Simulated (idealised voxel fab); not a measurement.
A process module follows: voxel capacitor over wiring.
FYI the section here is cut, 235 nm wide, cells are 5 nm squares.
A cross-section is a grid of square cells, given in bands from the top down. A band is one or more rows of cells.
The band entry comprises the height of the band's top followed by the height of its bottom, expressed in nm, and subsequently the band's materials from left to right, each stated together with its width in nm. Where a single material is marked with the word "throughout", that material fills the band from edge to edge. The word "empty" represents empty space.
Height datum 0, below which the as-received substrate wafer is one material. Lowest band open at the bottom, running downward: "0 nm and below".
So if you see something like "30->40" for the width, read it as the top row of the band sitting at the first number and the bottom row at the second, with every row in between moving by the same amount as the last.
When a step is marked "nothing was modified", none of the cells in the cross-section changed during that step.
"Trapped void list": sealed empty spaces, 8 cells or more, no open way to top, listed width x height at distance, with distance from the left edge and width, height and distance in nm.
after a step's settings: what the simulator itself notes on the step
"overlay nm" denotes, for a step that has a mask, the displacement of the mask to the right of its planned place, with negative values corresponding to the left.

### Listed below are the process steps as planned
1 RECEIVE: material Si
2 CONFORMAL_DEP: material SiO2, thk nm 15
3 CONFORMAL_DEP: material SiCN, thk nm 5
4 DIRECTIONAL_DEP: material lowk, thk nm 20
5 DIRECTIONAL_DEP: material aC, thk nm 10
6 PATTERN: tone open, mask id METAL_1, material resist, width nm 25, pitch nm 85, thk nm 25, overlay nm 0
7 DIRECTIONAL_ETCH: etch materials aC, depth nm 10
8 STRIP: etch materials resist
9 DIRECTIONAL_ETCH: etch materials lowk, depth nm 20
10 DIRECTIONAL_ETCH: etch materials SiCN, depth nm 5
11 STRIP: etch materials aC
12 CONFORMAL_DEP: material TiN, thk nm 5
13 FILL_DEP: material Cu, thk nm 10
14 CMP: height nm 40
15 CONFORMAL_DEP: material SiCN, thk nm 5
16 DIRECTIONAL_DEP: material SiO2, thk nm 15
17 PATTERN: tone open, mask id PLUG_1, material resist, width nm 15, thk nm 20, overlay nm 0
18 DIRECTIONAL_ETCH: etch materials SiO2, depth nm 15
19 DIRECTIONAL_ETCH: etch materials SiCN, depth nm 5
20 STRIP: etch materials resist
21 CONFORMAL_DEP: material TiN, thk nm 5
22 FILL_DEP: material Ru, thk nm 10
23 CMP: height nm 60
24 DIRECTIONAL_DEP: material TiN, thk nm 5
25 DIRECTIONAL_DEP: material HfO2, thk nm 5
26 DIRECTIONAL_DEP: material TiN, thk nm 5
27 PATTERN: tone cover, mask id UPPER_PLATE, material resist, width nm 65, thk nm 20, overlay nm 0
28 DIRECTIONAL_ETCH: etch materials TiN, depth nm 5
29 DIRECTIONAL_ETCH: etch materials HfO2, depth nm 5
30 STRIP: etch materials resist
31 MASKED_ETCH: tone cover, mask id LOWER_PLATE, width nm 75, etch materials TiN, depth nm 5, overlay nm 0
32 FILL_DEP: material SiO2, thk nm 15
33 CMP: height nm 85
34 PATTERN: tone open, mask id PLUG_2, material resist, width nm 15, thk nm 20, overlay nm 0
35 DIRECTIONAL_ETCH: etch materials SiO2, depth nm 10
36 STRIP: etch materials resist
37 CONFORMAL_DEP: material TiN, thk nm 5
38 FILL_DEP: material W, thk nm 5
39 CMP: height nm 85
40 CONFORMAL_DEP: material SiN, thk nm 5

### Received-state cross-section, reflecting completion of step 1
* 0 nm and below: Si throughout
* Trapped void list: none

### Wafer at module end, in section. Began as above, planned as above, run with one mistake
* 90 nm to 85 nm: SiN throughout
* 85 nm to 80 nm: 80 SiO2, 5 TiN, 5 W, 5 TiN, 140 SiO2
* 80 nm to 75 nm: 80 SiO2, 15 TiN, 140 SiO2
* 75 nm to 70 nm: SiO2 throughout
* 70 nm to 60 nm: 70->65 SiO2, 65->75 TiN, 100->95 SiO2
* 60 nm to 45 nm: 70 SiO2, 5 TiN, 5 Ru, 5 TiN, 150 SiO2
* 45 nm to 40 nm: 70 SiCN, 15 TiN, 150 SiCN
* 40 nm to 20 nm: 60 lowk, 5 TiN, 15 Cu, 5 TiN, 60 lowk, 5 TiN, 15 Cu, 5 TiN, 65 lowk
* 20 nm to 15 nm: 60 SiCN, 25 TiN, 60 SiCN, 25 TiN, 65 SiCN
* 15 nm to 0 nm: SiO2 throughout
* 0 nm and below: Si throughout
* Trapped void list: none
Against the plan, the run slipped here: plan step 25: skipped, not run
